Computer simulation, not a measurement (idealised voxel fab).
The following process module bears the name voxel transistor to metal.
The figure presents cross-section cut, which has a width of 270 nm and is divided into square cells with an edge length of 5 nm.
Throughout this document, each cross-section is represented as a grid of square cells and is presented as a sequence of bands enumerated from the top downward, where a band comprises one or more rows of cells. Top height, bottom height, nm. Materials left to right, width each, nm. Single material + "full width" = fills band edge to edge. "blank" = empty. Convention: height 0 is the level below which the wafer, as received, is all one material. The lowest band does not terminate at the bottom but continues downward, represented as "0 down". Top row gets the first number, bottom row gets the second, and each row in between changes by the same step: that is how a band width like "30..40" works. Any step labelled "nothing different" changed none of the cells in the cross-section. Empty spaces counting at least 8 cells and having no open way to the top are listed in "Non-vented voids". The notation width x height at distance is used for each, the distance being from the left edge and all three values in nm. Formally, on a step line, whatever follows the settings is a remark that the simulator itself makes on the step. Steps that use a mask can have "overlay nm" on their line. It says how far the mask sat to the right of where it was meant to be. Negative means to the left.

# List of planned process steps
1,RECEIVE with material Si
2,CONFORMAL_DEP with material SiO2, thk nm 5
3,CONFORMAL_DEP with material SiN, thk nm 15
4,DIRECTIONAL_DEP with material aC, thk nm 10
5,PATTERN with tone cover, mask id ACTIVE, material resist, width nm 105, pitch nm 125, thk nm 30, overlay nm 0
6,DIRECTIONAL_ETCH with etch materials aC, depth nm 10
7,STRIP with etch materials resist
8,DIRECTIONAL_ETCH with etch materials SiN, depth nm 15
9,DIRECTIONAL_ETCH with etch materials SiO2, depth nm 5
10,DIRECTIONAL_ETCH with etch materials Si, depth nm 20
11,STRIP with etch materials aC
12,FILL_DEP with material SiO2, thk nm 10
13,CMP with height nm 20
14,SELECTIVE_ETCH with etch materials SiO2, depth nm 5
15,STRIP with etch materials SiN
16,SELECTIVE_ETCH with etch materials SiO2, depth nm 5
17,OXIDIZE with depth nm 5
18,DIRECTIONAL_DEP with material polySi, thk nm 25
19,DIRECTIONAL_DEP with material SiCN, thk nm 15
20,MASKED_ETCH with tone cover, mask id GATE, width nm 25, pitch nm 125, etch materials SiCN, depth nm 25, overlay nm 0
21,MASKED_ETCH with tone cover, mask id GATE, width nm 25, pitch nm 125, etch materials polySi, depth nm 35, overlay nm 0
22,CONFORMAL_DEP with material SiN, thk nm 5
23,DIRECTIONAL_ETCH with etch materials SiN, depth nm 5
24,DIRECTIONAL_ETCH with etch materials SiO2, depth nm 5
25,DIRECTIONAL_ETCH with etch materials Si, depth nm 10
26,EPI with material nSi, thk nm 10
27,FILL_DEP with material SiO2, thk nm 5
28,CMP with height nm 25
29,STRIP with etch materials polySi
30,SELECTIVE_ETCH with etch materials SiO2, depth nm 5
31,CONFORMAL_DEP with material HfO2, thk nm 5
32,CONFORMAL_DEP with material TiN, thk nm 5
33,FILL_DEP with material W, thk nm 5
34,CMP with height nm 10
35,DIRECTIONAL_DEP with material SiO2, thk nm 10
36,PATTERN with tone open, mask id CONTACT, material resist, width nm 15, thk nm 20, overlay nm 0
37,DIRECTIONAL_ETCH with etch materials SiO2, depth nm 35
38,STRIP with etch materials resist
39,CONFORMAL_DEP with material TiN, thk nm 5
40,FILL_DEP with material Ru, thk nm 10
41,CMP with height nm 30
42,DIRECTIONAL_DEP with material TiN, thk nm 5
43,DIRECTIONAL_DEP with material Ru, thk nm 15
44,MASKED_ETCH with tone cover, mask id METAL_1, width nm 15, etch materials Ru, depth nm 15, overlay nm 0
45,MASKED_ETCH with tone cover, mask id METAL_1, width nm 15, etch materials TiN, depth nm 5, overlay nm 0
46,CONFORMAL_DEP with material SiCN, thk nm 5
47,FILL_DEP with material lowk, thk nm 5
48,CMP with height nm 50
49,CONFORMAL_DEP with material SiCN, thk nm 5
The wafers in this document start out alike and differ in the height nm applied at step 34; the plan shows the value used for the first wafer.

# First of several wafers (as received, post step 1), cross-sectional view
- 0 down = Si full width
- Non-vented voids: none

# Module finished, last step 49 done: cross-section of the first of several wafers
- 55 to 50 = SiCN full width
- 50 to 35 = lowk 25 / SiCN 5 / Ru 15 / SiCN 5 / lowk 45 / SiCN 5 / Ru 15 / SiCN 5 / lowk 30 / SiCN 5 / Ru 15 / SiCN 5 / lowk 45 / SiCN 5 / Ru 15 / SiCN 5 / lowk 25
- 35 to 30 = SiCN 30 / TiN 15 / SiCN 55 / TiN 15 / SiCN 40 / TiN 15 / SiCN 55 / TiN 15 / SiCN 30
- 30 to 25 = Ru full width
- 25 to 20 = TiN 35 / Ru 5 / TiN 65 / Ru 5 / TiN 50 / Ru 5 / TiN 65 / Ru 5 / TiN 35
- 20 to 10 = SiO2 30 / TiN 5 / Ru 5 / TiN 5 / SiO2 55 / TiN 5 / Ru 5 / TiN 5 / SiO2 40 / TiN 5 / Ru 5 / TiN 5 / SiO2 55 / TiN 5 / Ru 5 / TiN 5 / SiO2 30
- 10 to 5 = SiO2 15 / SiN 5 / SiO2 10 / TiN 5 / Ru 5 / TiN 5 / SiO2 10 / SiN 5 / HfO2 5 / TiN 5 / W 5 / TiN 5 / HfO2 5 / SiN 5 / SiO2 10 / TiN 5 / Ru 5 / TiN 5 / SiO2 10 / SiN 5 / SiO2 10 / SiN 5 / SiO2 10 / TiN 5 / Ru 5 / TiN 5 / SiO2 10 / SiN 5 / HfO2 5 / TiN 5 / W 5 / TiN 5 / HfO2 5 / SiN 5 / SiO2 10 / TiN 5 / Ru 5 / TiN 5 / SiO2 10 / SiN 5 / SiO2 15
- 5 to 0 = SiO2 15 / SiN 5 / SiO2 10 / TiN 5 / Ru 5 / TiN 5 / nSi 10 / SiN 5 / HfO2 5 / TiN 15 / HfO2 5 / SiN 5 / nSi 10 / TiN 5 / Ru 5 / TiN 5 / SiO2 10 / SiN 5 / SiO2 10 / SiN 5 / SiO2 10 / TiN 5 / Ru 5 / TiN 5 / nSi 10 / SiN 5 / HfO2 5 / TiN 15 / HfO2 5 / SiN 5 / nSi 10 / TiN 5 / Ru 5 / TiN 5 / SiO2 10 / SiN 5 / SiO2 15
- 0 to -5 = SiO2 30 / TiN 15 / nSi 10 / HfO2 35 / nSi 10 / TiN 15 / SiO2 40 / TiN 15 / nSi 10 / HfO2 35 / nSi 10 / TiN 15 / SiO2 30
- -5 to -15 = SiO2 20 / nSi 35 / Si 35 / nSi 35 / SiO2 20 / nSi 35 / Si 35 / nSi 35 / SiO2 20
- -15 to -20 = SiO2 20 / Si 105 / SiO2 20 / Si 105 / SiO2 20
- -20 down = Si full width
- Non-vented voids: none

# Cross-section, last wafer, module completion
- 55 to 50 = SiCN full width
- 50 to 35 = lowk 25 / SiCN 5 / Ru 15 / SiCN 5 / lowk 45 / SiCN 5 / Ru 15 / SiCN 5 / lowk 30 / SiCN 5 / Ru 15 / SiCN 5 / lowk 45 / SiCN 5 / Ru 15 / SiCN 5 / lowk 25
- 35 to 30 = SiCN 30 / TiN 15 / SiCN 55 / TiN 15 / SiCN 40 / TiN 15 / SiCN 55 / TiN 15 / SiCN 30
- 30 to 25 = TiN 50 / HfO2 15 / TiN 5 / W 5 / TiN 5 / HfO2 15 / TiN 80 / HfO2 15 / TiN 5 / W 5 / TiN 5 / HfO2 15 / TiN 50
- 25 to 20 = HfO2 55 / SiN 5 / HfO2 5 / TiN 5 / W 5 / TiN 5 / HfO2 5 / SiN 5 / HfO2 90 / SiN 5 / HfO2 5 / TiN 5 / W 5 / TiN 5 / HfO2 5 / SiN 5 / HfO2 55
- 20 to 10 = SiO2 55 / SiN 5 / HfO2 5 / TiN 5 / W 5 / TiN 5 / HfO2 5 / SiN 5 / SiO2 90 / SiN 5 / HfO2 5 / TiN 5 / W 5 / TiN 5 / HfO2 5 / SiN 5 / SiO2 55
- 10 to 5 = SiO2 15 / SiN 5 / SiO2 35 / SiN 5 / HfO2 5 / TiN 5 / W 5 / TiN 5 / HfO2 5 / SiN 5 / SiO2 35 / SiN 5 / SiO2 10 / SiN 5 / SiO2 35 / SiN 5 / HfO2 5 / TiN 5 / W 5 / TiN 5 / HfO2 5 / SiN 5 / SiO2 35 / SiN 5 / SiO2 15
- 5 to 0 = SiO2 15 / SiN 5 / SiO2 25 / nSi 10 / SiN 5 / HfO2 5 / TiN 15 / HfO2 5 / SiN 5 / nSi 10 / SiO2 25 / SiN 5 / SiO2 10 / SiN 5 / SiO2 25 / nSi 10 / SiN 5 / HfO2 5 / TiN 15 / HfO2 5 / SiN 5 / nSi 10 / SiO2 25 / SiN 5 / SiO2 15
- 0 to -5 = SiO2 45 / nSi 10 / HfO2 35 / nSi 10 / SiO2 70 / nSi 10 / HfO2 35 / nSi 10 / SiO2 45
- -5 to -15 = SiO2 20 / nSi 35 / Si 35 / nSi 35 / SiO2 20 / nSi 35 / Si 35 / nSi 35 / SiO2 20
- -15 to -20 = SiO2 20 / Si 105 / SiO2 20 / Si 105 / SiO2 20
- -20 down = Si full width
- Non-vented voids: none

# Heads up, this table goes wafer by wafer. A row tells you, at the end of the module, how many cells of each material that wafer has put on (+) or dropped (-) since it was received, and then its closed voids
height nm 10; +22 HfO2; +110 Ru; -146 Si; +120 SiCN; +16 SiN; +180 SiO2; +116 TiN; +2 W; +102 lowk; +72 nSi; Non-vented voids: none
height nm 15; +26 HfO2; +60 Ru; -146 Si; +120 SiCN; +20 SiN; +208 SiO2; +128 TiN; +4 W; +102 lowk; +72 nSi; Non-vented voids: none
height nm 20; +30 HfO2; +60 Ru; -146 Si; +120 SiCN; +24 SiN; +236 SiO2; +90 TiN; +6 W; +102 lowk; +72 nSi; Non-vented voids: none
height nm 25; +74 HfO2; +36 Ru; -146 Si; +120 SiCN; +28 SiN; +254 SiO2; +46 TiN; +8 W; +102 lowk; +72 nSi; Non-vented voids: none
height nm 30; +86 HfO2; +36 Ru; -146 Si; +120 SiCN; +28 SiN; +212 SiO2; +74 TiN; +10 W; +102 lowk; +72 nSi; Non-vented voids: none
height nm 35; +86 HfO2; +36 Ru; -146 Si; +120 SiCN; +28 SiN; +212 SiO2; +74 TiN; +10 W; +102 lowk; +72 nSi; Non-vented voids: none
